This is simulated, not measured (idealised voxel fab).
Process module name: voxel released beams
Square cells of 5 nm make up the cross-section cut, whose width is 185 nm.
Format of a cross-section: grid, square cells. Given as bands. Order: top down. Band: one or more rows of cells. Band: top and bottom heights (nm) first, top before bottom; then materials from left to right, widths in nm. "everywhere" marks a sole material filling the band edge to edge. "air" denotes empty space. Heights are measured from 0, the level below which the as-received wafer is all one material; the lowest band has no bottom and continues downward, written as in "0 down". It should be noted that a width expressed as "30 to 40" varies in equal increments from row to row of cells within the band, taking the value of the first number at the top row and that of the second number at the bottom row. Key: "identical to before" - step with no changed cell in the cross-section. Under "Closed voids list" you'll find the enclosed gaps, the ones with no way out to the top, that are 8 cells or bigger; each reads width x height at distance, with distance counted from the left edge, everything in nm. Past the settings on a step's line: simulator remark, on that step. The optional step-line setting "overlay nm" applies to steps with a mask and quantifies how far to the right of its planned location the mask lay, a negative value indicating leftward placement.

[Planned step list for the process]
1) RECEIVE with material Si
2) CONFORMAL_DEP with material SiN, thk nm 5
3) DIRECTIONAL_DEP with material SiO2, thk nm 10
4) MASKED_ETCH with tone open, mask id ANCHOR, width nm 45, etch materials SiO2, depth nm 10, overlay nm 0
5) CONFORMAL_DEP with material TiN, thk nm 15
6) DIRECTIONAL_DEP with material aC, thk nm 15
7) PATTERN with tone cover, mask id BEAM, material resist, width nm 120, thk nm 30, overlay nm 0
8) DIRECTIONAL_ETCH with etch materials aC, depth nm 15
9) STRIP with etch materials resist
10) DIRECTIONAL_ETCH with etch materials TiN, depth nm 15
11) STRIP with etch materials aC
12) STRIP with etch materials SiO2

[As-received wafer cross-section (after step 1)]
- 0 down = Si everywhere
- Closed voids list: none

[Final cross-section, module run with one mistake (start and plan as above)]
- 30 to 20 = 30 of air / 20 of TiN / 20 of air / 80 of TiN / 35 of air
- 20 to 15 = 30 of air / 120 of TiN / 35 of air
- 15 to 5 = 35 of air / 50 of TiN / 100 of air
- 5 to 0 = SiN everywhere
- 0 down = Si everywhere
- Closed voids list: none
Error vs. plan: step 4 changed vs plan, executed as MASKED_ETCH with tone open, mask id ANCHOR, width nm 50, etch materials SiO2, depth nm 10, overlay nm 0
